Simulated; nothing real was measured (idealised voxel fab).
process module | voxel plated lines
cross-section cut | 265 nm wide | cells 5 nm
A cross-section is a grid of square cells, given in bands from the top down. A band is one or more rows of cells.
Each band's line starts with the height of the band's top and of its bottom, in nm. Then come its materials from left to right, each with its width in nm. One material with "throughout" fills the band from edge to edge. "air" is empty space.
Height 0 is the level under which the wafer as received is all one material. The lowest band goes on downwards, as in "0 down".
A width such as "30 to 40" changes by the same amount from each row of cells to the next, from the band's top row to its bottom row.
"no change" after a step means that no cell of the cross-section changed.
closed voids: empty space of 8 cells or more with no open way to the top, each as width x height at its distance from the left edge, in nm
after a step's settings: what the simulator itself notes on the step
overlay nm, on a step with a mask: how far to the right of its planned place the mask lay; to the left if negative
plan
1 op RECEIVE | material Si
2 op CONFORMAL_DEP | material SiO2 | thk nm 10
3 op DIRECTIONAL_DEP | material TiN | thk nm 5
4 op PATTERN | tone open | mask id LINES | material resist | width nm 30 | pitch nm 50 | thk nm 35 | overlay nm 0
5 op EPI | material Ru | thk nm 10
6 op EPI | material Ru | thk nm 10
7 op EPI | material Ru | thk nm 10
8 op STRIP | etch materials resist
9 op DIRECTIONAL_ETCH | etch materials TiN | depth nm 5
10 op CONFORMAL_DEP | material SiCN | thk nm 5
as received, after step 1
  0 down: Si throughout
  closed voids: none
a wafer at the end: this start, this plan, one mistake
  50 to 45: air 30 | SiCN 40 | air 10 | SiCN 40 | air 10 | SiCN 40 | air 10 | SiCN 40 | air 45
  45 to 15: air 30 | SiCN 5 | Ru 30 | SiCN 5 | air 10 | SiCN 5 | Ru 30 | SiCN 5 | air 10 | SiCN 5 | Ru 30 | SiCN 5 | air 10 | SiCN 5 | Ru 30 | SiCN 5 | air 45
  15 to 10: SiCN 35 | TiN 30 | SiCN 20 | TiN 30 | SiCN 20 | TiN 30 | SiCN 20 | TiN 30 | SiCN 50
  10 to 0: SiO2 throughout
  0 down: Si throughout
  closed voids: none
what went wrong: step 4 ran as: op PATTERN | tone open | mask id LINES | material resist | width nm 30 | pitch nm 50 | thk nm 35 | overlay nm -5
